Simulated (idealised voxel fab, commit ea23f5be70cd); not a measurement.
The process module presented herein is designated voxel spacer lines.
Each square cell in cross-section cut measures 5 nm, and the section as a whole is 260 nm wide.
The cross-sections in this document take the form of a grid made of square cells. They are written out as bands, in order from top to bottom. Each band consists of one or more rows of cells. Band: top height; bottom height; in nm. Then, left to right: material with width in nm, for each material. "full width": a single material spanning edge to edge. "blank": empty space. Below 0: as-received wafer, all one material; heights counted from there. Lowest band: no bottom, goes on down, written "from 0 down". So if you see something like "30 to 40" for the width, read it as the top row of the band sitting at the first number and the bottom row at the second, with every row in between moving by the same amount as the last. Reading "nothing different" for a step: not a cell of the cross-section changed in it. Basically, "Completely sealed voids" tells you about the enclosed voids: empty spaces with no open way to the top, 8 cells or bigger, each written width x height at distance, where distance is from the left edge, all in nm. Step line, after settings: the simulator's comment on this step. overlay nm: for a step with a mask, the amount by which the mask lay right of where it was planned; a negative amount means left of it.

### So here's the lineup of process steps we planned
step 1: RECEIVE [material Si]
step 2: CONFORMAL_DEP [material Al2O3] [thk nm 10]
step 3: DIRECTIONAL_DEP [material W] [thk nm 10]
step 4: DIRECTIONAL_DEP [material aC] [thk nm 30]
step 5: PATTERN [tone cover] [mask id MANDREL] [material resist] [width nm 15] [pitch nm 60] [thk nm 40] [overlay nm 0]
step 6: DIRECTIONAL_ETCH [etch materials aC] [depth nm 30]
step 7: STRIP [etch materials resist]
step 8: CONFORMAL_DEP [material SiO2] [thk nm 10]
step 9: DIRECTIONAL_ETCH [etch materials SiO2] [depth nm 10]
step 10: STRIP [etch materials aC]
step 11: DIRECTIONAL_ETCH [etch materials W] [depth nm 10]
step 12: STRIP [etch materials SiO2]
step 13: FILL_DEP [material lowk] [thk nm 5]
step 14: CMP [height nm 20]
The wafers are alike at the start. At step 5, their width nm differs. The plan lists the first wafer's value.

### As-received cross-section, first of several wafers, post step 1
from 0 down  Si full width
Completely sealed voids: none

### Cross-section of the first of several wafers once the module has run through its last step, step 14
from 20 to 10  55 nm lowk; 10 nm W; 15 nm lowk; 10 nm W; 25 nm lowk; 10 nm W; 15 nm lowk; 10 nm W; 25 nm lowk; 10 nm W; 15 nm lowk; 10 nm W; 50 nm lowk
from 10 to 0  Al2O3 full width
from 0 down  Si full width
Completely sealed voids: none

### Last wafer of the set, cross-sectioned at end of module
from 20 to 10  45 nm lowk; 10 nm W; 35 nm lowk; 10 nm W; 5 nm lowk; 10 nm W; 35 nm lowk; 10 nm W; 5 nm lowk; 10 nm W; 35 nm lowk; 10 nm W; 40 nm lowk
from 10 to 0  Al2O3 full width
from 0 down  Si full width
Completely sealed voids: none

### Each row below is a wafer at the end of the module, listing for every material the number of cells it has gained (+) or lost (-) since it was received, followed by its closed voids
width nm 15; +104 Al2O3; +24 W; +80 lowk; Completely sealed voids: none
width nm 20; +104 Al2O3; +24 W; +80 lowk; Completely sealed voids: none
width nm 25; +104 Al2O3; +24 W; +80 lowk; Completely sealed voids: none
width nm 30; +104 Al2O3; +24 W; +80 lowk; Completely sealed voids: none
width nm 35; +104 Al2O3; +24 W; +80 lowk; Completely sealed voids: none
